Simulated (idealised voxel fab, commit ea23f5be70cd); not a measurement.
Module name: voxel released beams (process module)
Square cell edge 5 nm, section width 255 nm, ID cut.
Cross-section format: a grid of square cells, given as bands from top to bottom; each band is one or more rows of cells. Band: top and bottom heights (nm) first, top before bottom; then materials from left to right, widths in nm. "everywhere" marks a sole material filling the band edge to edge. "blank" denotes empty space. For the purposes of this specification, 0 denotes the height below which the wafer in its as-received condition is composed wholly of one material, and the lowermost band, lacking a lower limit, extends downward without end, as expressed in "0 nm and below". A two-number width, for instance "30->40", indicates that the width is equal to the first number in the top row of the band and to the second number in the bottom row, and that it changes by a constant amount per row of cells. The cross-section has no changed cell in any step marked "no alteration". "Listed closed voids": empty spaces of 8 cells or more with no open way to the top, each given as width x height at distance, distance from the left edge, all in nm. Whatever follows a step's settings on its line is a remark the simulator itself makes about that step. overlay nm: where the mask lay relative to plan, measured to the right, on steps with a mask; negatives go left.
-- Planned process steps
- 1: RECEIVE | material Si
- 2: CONFORMAL_DEP | material Al2O3 | thk nm 5
- 3: DIRECTIONAL_DEP | material SiO2 | thk nm 20
- 4: PATTERN | tone open | mask id ANCHOR | material resist | width nm 35 | thk nm 20 | overlay nm 0
- 5: DIRECTIONAL_ETCH | etch materials SiO2 | depth nm 20
- 6: STRIP | etch materials resist
- 7: CONFORMAL_DEP | material SiN | thk nm 15
- 8: MASKED_ETCH | tone cover | mask id BEAM | width nm 120 | etch materials SiN | depth nm 15 | overlay nm 0
- 9: STRIP | etch materials SiO2
-- Incoming wafer in cross-section (state: after step 1)
* 0 nm and below: Si everywhere
* Listed closed voids: none
-- Look at the cross-section after the module: the wafer started out the way shown above and the plan was the one shown above, yet one mistake was made along the way
* 25 nm to 5 nm: 70 of SiO2, 35 of blank, 150 of SiO2
* 5 nm to 0 nm: Al2O3 everywhere
* 0 nm and below: Si everywhere
* Listed closed voids: none
In executing the process, a mistake was made relative to the plan: step 9 ran differently from the plan; actual operation with settings: STRIP | etch materials SiN
